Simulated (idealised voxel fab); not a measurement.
Process module in this document: voxel fin reveal
Pictured: cross-section cut, 290 nm wide, on a grid of 5 nm square cells.
Cross-section, as written here: a square-cell grid given band by band from the top down, where a band holds one or more rows of cells.
A band entry consists of two parts. The first gives the height of the band's top and the height of its bottom, in nm. The rest lists the band's materials from left to right, each with its width in nm. A single material labelled with the word "full width" fills the band from edge to edge, and the word "empty" marks empty space.
It should be noted that heights are counted from 0, beneath which the wafer as supplied is of one material throughout, and that the lowest band possesses no lower boundary but continues downward, as written in "0 down".
Read "30..40" as a graded width: first number on top, second number at the bottom, same change between each pair of neighbouring rows.
"changes: none", as given for a step, is the statement that not any cell of the cross-section underwent a change during that step.
The entry "Sealed void list" lists the empty spaces that cover at least 8 cells and have no open path to the top. Each is written as width x height at distance, where the distance is measured from the left edge and all three values are in nm.
Note: text after step settings on the step line = simulator remark on that step.
A step's line can hold "overlay nm"; with a mask on that step, the setting says how far right of the planned place the mask lay, while a negative setting says it lay to the left.

Intended process steps
1,RECEIVE: material Si
2,CONFORMAL_DEP: material SiN, thk nm 10
3,DIRECTIONAL_DEP: material aC, thk nm 15
4,PATTERN: tone cover, mask id FINS, material resist, width nm 15, pitch nm 35, thk nm 30, overlay nm 0
5,DIRECTIONAL_ETCH: etch materials aC, depth nm 15
6,STRIP: etch materials resist
7,DIRECTIONAL_ETCH: etch materials SiN, depth nm 10
8,DIRECTIONAL_ETCH: etch materials Si, depth nm 35
9,STRIP: etch materials aC
10,OXIDIZE: depth nm 5
11,FILL_DEP: material SiO2, thk nm 5
12,CMP: height nm 10
13,SELECTIVE_ETCH: etch materials SiO2, depth nm 35
14,STRIP: etch materials SiN
15,CONFORMAL_DEP: material SiO2, thk nm 5

Wafer at receipt (post step 1), cross-section
  0 down: Si full width
  Sealed void list: none

First of two wafers, end-of-module section, run followed plan
  5 to 0: 85 empty, then 15 SiO2, then 20 empty, then 15 SiO2, then 20 empty, then 15 SiO2, then 20 empty, then 15 SiO2, then 85 empty
  0 to -20: 85 empty, then 5 SiO2, then 5 Si, then 5 SiO2, then 20 empty, then 5 SiO2, then 5 Si, then 5 SiO2, then 20 empty, then 5 SiO2, then 5 Si, then 5 SiO2, then 20 empty, then 5 SiO2, then 5 Si, then 5 SiO2, then 85 empty
  -20 to -40: 90 SiO2, then 5 Si, then 30 SiO2, then 5 Si, then 30 SiO2, then 5 Si, then 30 SiO2, then 5 Si, then 90 SiO2
  -40 down: Si full width
  Sealed void list: none

This cross-section belongs to the second wafer of two at the end of the module; the start and the plan were shared with the first, and the run included one mistake
  5 to 0: 85 empty, then 15 SiO2, then 20 empty, then 15 SiO2, then 20 empty, then 15 SiO2, then 20 empty, then 15 SiO2, then 85 empty
  0 to -20: 85 empty, then 5 SiO2, then 5 Si, then 5 SiO2, then 20 empty, then 5 SiO2, then 5 Si, then 5 SiO2, then 20 empty, then 5 SiO2, then 5 Si, then 5 SiO2, then 20 empty, then 5 SiO2, then 5 Si, then 5 SiO2, then 85 empty
  -20 to -30: 55 SiO2, then 30 empty, then 5 SiO2, then 5 Si, then 5 SiO2, then 20 empty, then 5 SiO2, then 5 Si, then 5 SiO2, then 20 empty, then 5 SiO2, then 5 Si, then 5 SiO2, then 20 empty, then 5 SiO2, then 5 Si, then 5 SiO2, then 30 empty, then 55 SiO2
  -30 to -40: 90 SiO2, then 5 Si, then 30 SiO2, then 5 Si, then 30 SiO2, then 5 Si, then 30 SiO2, then 5 Si, then 90 SiO2
  -40 down: Si full width
  Sealed void list: none
The mistake made against the process plan was this: order of steps 13 and 14 inverted relative to the plan
Final tally in cells, some materials are higher or lower on the second wafer than on the first: SiO2: 48 fewer
